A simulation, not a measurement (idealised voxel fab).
Name of the process module below: voxel transistor to metal
The figure presents cross-section cut, which has a width of 180 nm and is divided into square cells with an edge length of 5 nm.
In what follows, cross-sections appear as grids of square cells, described through bands that run from the top down, where every band is one or more rows of cells. It is stipulated that each band's entry specify, in nanometres, the height of the top of the band and then that of its bottom, followed by the materials of the band in left-to-right sequence, each together with its width in nanometres. A single material marked by the word "all across" is understood to fill the band from edge to edge; the word "blank" is understood to denote empty space. Note: height 0 marks the level under which the wafer is uniformly one material as received. Lowest band unbounded below, written "from 0 down". Width "30 to 40": first value at the band's top row of cells, second value at its bottom row, equal change from row to row. "no modification" after a step means that no cell of the cross-section changed. Heads up: "Closed void register" only lists the empty pockets with no open path to the top that are 8 cells or more, and it writes them as width x height at distance, distance from the left edge, in nm. What comes after the settings on a step's line is commentary from the simulator itself on that step. What "overlay nm" on a step's line means: if the step has a mask, that mask lay this far to the right of its planned place, or, when the value is negative, to the left.

[So here's the lineup of process steps we planned]
- 1: op RECEIVE | material Si
- 2: op CONFORMAL_DEP | material SiO2 | thk nm 5
- 3: op CONFORMAL_DEP | material SiN | thk nm 10
- 4: op MASKED_ETCH | tone cover | mask id ACTIVE | width nm 115 | etch materials SiN | depth nm 10 | overlay nm 0
- 5: op MASKED_ETCH | tone cover | mask id ACTIVE | width nm 115 | etch materials SiO2 | depth nm 5 | overlay nm 0
- 6: op MASKED_ETCH | tone cover | mask id ACTIVE | width nm 115 | etch materials Si | depth nm 30 | overlay nm 0
- 7: op OXIDIZE | depth nm 5
- 8: op FILL_DEP | material SiO2 | thk nm 10
- 9: op CMP | height nm 15
- 10: op SELECTIVE_ETCH | etch materials SiO2 | depth nm 5
- 11: op STRIP | etch materials SiN
- 12: op SELECTIVE_ETCH | etch materials SiO2 | depth nm 5
- 13: op OXIDIZE | depth nm 5
- 14: op DIRECTIONAL_DEP | material polySi | thk nm 30
- 15: op DIRECTIONAL_DEP | material SiCN | thk nm 15
- 16: op MASKED_ETCH | tone cover | mask id GATE | width nm 25 | etch materials SiCN | depth nm 25 | overlay nm 0
- 17: op MASKED_ETCH | tone cover | mask id GATE | width nm 25 | etch materials polySi | depth nm 40 | overlay nm 0
- 18: op CONFORMAL_DEP | material SiO2 | thk nm 5
- 19: op DIRECTIONAL_ETCH | etch materials SiO2 | depth nm 5
- 20: op CONFORMAL_DEP | material SiN | thk nm 10
- 21: op DIRECTIONAL_ETCH | etch materials SiN | depth nm 10
- 22: op DIRECTIONAL_ETCH | etch materials SiO2 | depth nm 5
- 23: op EPI | material SiGe | thk nm 5
- 24: op FILL_DEP | material SiO2 | thk nm 5
- 25: op CMP | height nm 45
- 26: op DIRECTIONAL_DEP | material SiO2 | thk nm 10
- 27: op PATTERN | tone open | mask id CONTACT | material resist | width nm 35 | pitch nm 70 | thk nm 15 | overlay nm 0
- 28: op DIRECTIONAL_ETCH | etch materials SiO2 | depth nm 55
- 29: op STRIP | etch materials resist
- 30: op CONFORMAL_DEP | material TiN | thk nm 5
- 31: op FILL_DEP | material Ru | thk nm 10
- 32: op CMP | height nm 55
- 33: op CONFORMAL_DEP | material SiCN | thk nm 5
- 34: op DIRECTIONAL_DEP | material SiO2 | thk nm 25
- 35: op PATTERN | tone open | mask id METAL_1 | material resist | width nm 20 | pitch nm 85 | thk nm 15 | overlay nm 0
- 36: op DIRECTIONAL_ETCH | etch materials SiO2 | depth nm 25
- 37: op DIRECTIONAL_ETCH | etch materials SiCN | depth nm 5
- 38: op STRIP | etch materials resist
- 39: op CONFORMAL_DEP | material TiN | thk nm 5
- 40: op FILL_DEP | material Ru | thk nm 5
- 41: op CMP | height nm 85
- 42: op CONFORMAL_DEP | material SiCN | thk nm 5
- 43: op DIRECTIONAL_DEP | material lowk | thk nm 30
- 44: op PATTERN | tone open | mask id METAL_2 | material resist | width nm 20 | pitch nm 85 | thk nm 15 | overlay nm 0
- 45: op DIRECTIONAL_ETCH | etch materials lowk | depth nm 15
- 46: op STRIP | etch materials resist
- 47: op DIRECTIONAL_DEP | material aC | thk nm 10
- 48: op PATTERN | tone open | mask id METAL_2_HOLES | material resist | width nm 15 | pitch nm 85 | thk nm 25 | overlay nm 0
- 49: op DIRECTIONAL_ETCH | etch materials aC | depth nm 10
- 50: op STRIP | etch materials resist
- 51: op DIRECTIONAL_ETCH | etch materials lowk | depth nm 15
- 52: op DIRECTIONAL_ETCH | etch materials SiCN | depth nm 5
- 53: op STRIP | etch materials aC
- 54: op CONFORMAL_DEP | material TiN | thk nm 5
- 55: op FILL_DEP | material Ru | thk nm 5
- 56: op CMP | height nm 120
- 57: op CONFORMAL_DEP | material SiCN | thk nm 5

[Incoming wafer, cross-sectional view, post step 1]
> from 0 down  Si all across
> Closed void register: none

[Cross-sectional result after module completion. Note: starting condition and plan are unchanged from above; one processing mistake was made]
> from 125 to 120  SiCN all across
> from 120 to 110  35 lowk, then 5 TiN, then 10 Ru, then 5 TiN, then 65 lowk, then 5 TiN, then 10 Ru, then 5 TiN, then 40 lowk
> from 110 to 105  35 lowk, then 5 TiN, then 5 Ru, then 10 TiN, then 65 lowk, then 5 TiN, then 5 Ru, then 10 TiN, then 40 lowk
> from 105 to 90  35 lowk, then 5 TiN, then 5 Ru, then 5 TiN, then 70 lowk, then 5 TiN, then 5 Ru, then 5 TiN, then 45 lowk
> from 90 to 80  35 SiCN, then 15 to 20 TiN, then 70 to 65 SiCN, then 15 to 20 TiN, then 45 to 40 SiCN
> from 80 to 55  SiO2 all across
> from 55 to 45  35 SiO2, then 5 TiN, then 25 to 15 Ru, then 5 to 15 TiN, then 35 SiO2, then 5 to 15 TiN, then 25 to 15 Ru, then 5 TiN, then 40 SiO2
> from 45 to 30  35 SiO2, then 5 TiN, then 15 Ru, then 5 TiN, then 10 SiN, then 5 SiO2, then 25 SiCN, then 5 SiO2, then 10 SiN, then 5 TiN, then 15 Ru, then 5 TiN, then 40 SiO2
> from 30 to 10  35 SiO2, then 5 TiN, then 15 Ru, then 5 TiN, then 10 SiN, then 5 SiO2, then 25 polySi, then 5 SiO2, then 10 SiN, then 5 TiN, then 15 Ru, then 5 TiN, then 40 SiO2
> from 10 to 5  35 SiO2, then 10 TiN, then 10 Ru, then 5 TiN, then 10 SiN, then 5 SiO2, then 25 polySi, then 5 SiO2, then 10 SiN, then 5 TiN, then 10 Ru, then 10 TiN, then 40 SiO2
> from 5 to 0  30 SiO2, then 10 SiN, then 20 TiN, then 10 SiN, then 5 SiO2, then 25 polySi, then 5 SiO2, then 10 SiN, then 20 TiN, then 10 SiN, then 35 SiO2
> from 0 to -5  40 SiO2, then 20 SiGe, then 55 SiO2, then 20 SiGe, then 45 SiO2
> from -5 to -35  35 SiO2, then 105 Si, then 40 SiO2
> from -35 down  Si all across
> Closed void register: none
Deviation from plan: contrary to the plan, steps 33 and 34 were processed in exchanged order
